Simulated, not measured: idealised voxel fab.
process module | voxel tone inversion
260 nm wide, 5 nm square cells: that's cross-section cut.
In this document a cross-section is written as a grid of square cells. It is given as a series of bands, listed from the top down, and a band is one or more rows of cells.
Per band: top height and bottom height in nm, followed by the left-to-right materials and their widths in nm; "everywhere" marks a single material spanning edge to edge, "blank" marks empty space.
Beneath 0, the wafer as received is one material, and that level is where height counting begins. The lowest band goes on downward without a bottom; it is written like "z 0 and below".
Width "30 to 40": first value at the band's top row of cells, second value at its bottom row, equal change from row to row.
Basically "remained the same" means that step didn't change any cell in the cross-section.
Listed in "Fully sealed cavities": every empty space of 8 or more cells without an open way to the top. Form: width x height at distance, the distance being from the left edge, all in nm.
Step line, after settings: the simulator's comment on this step.
The setting "overlay nm" may be written on the line of a step. When the step uses a mask, the value reports how far to the right of the planned place the mask lay, and a negative value reports that it lay to the left.
The planned process steps are enumerated hereunder
1) RECEIVE with material Si
2) CONFORMAL_DEP with material SiCN, thk nm 10
3) DIRECTIONAL_DEP with material polySi, thk nm 25
4) PATTERN with tone cover, mask id POSTS, material resist, width nm 20, pitch nm 45, thk nm 30, overlay nm 0
5) DIRECTIONAL_ETCH with etch materials polySi, depth nm 25
6) STRIP with etch materials resist
7) FILL_DEP with material lowk, thk nm 10
8) CMP with height nm 35
9) STRIP with etch materials polySi
The cross-section here shows the wafer as received, i.e. in its state after step 1
* z 0 and below = Si everywhere
* Fully sealed cavities: none
Cross-section: first of two wafers, module finished, run according to plan
* z 35 to 10 = lowk 50; blank 20; lowk 25; blank 20; lowk 25; blank 20; lowk 25; blank 20; lowk 55
* z 10 to 0 = SiCN everywhere
* z 0 and below = Si everywhere
* Fully sealed cavities: none
Cross-section, second wafer: same start as the first, same plan as the first, one mistake in running it; taken at the end of the module
* z 35 to 25 = SiCN everywhere
* z 25 to 0 = polySi everywhere
* z 0 and below = Si everywhere
* Fully sealed cavities: none
Short version of what went wrong: steps 2 and 3 run out of order (swapped)
Materials where the second wafer ends with more or fewer cells than the first: lowk -180, polySi +260
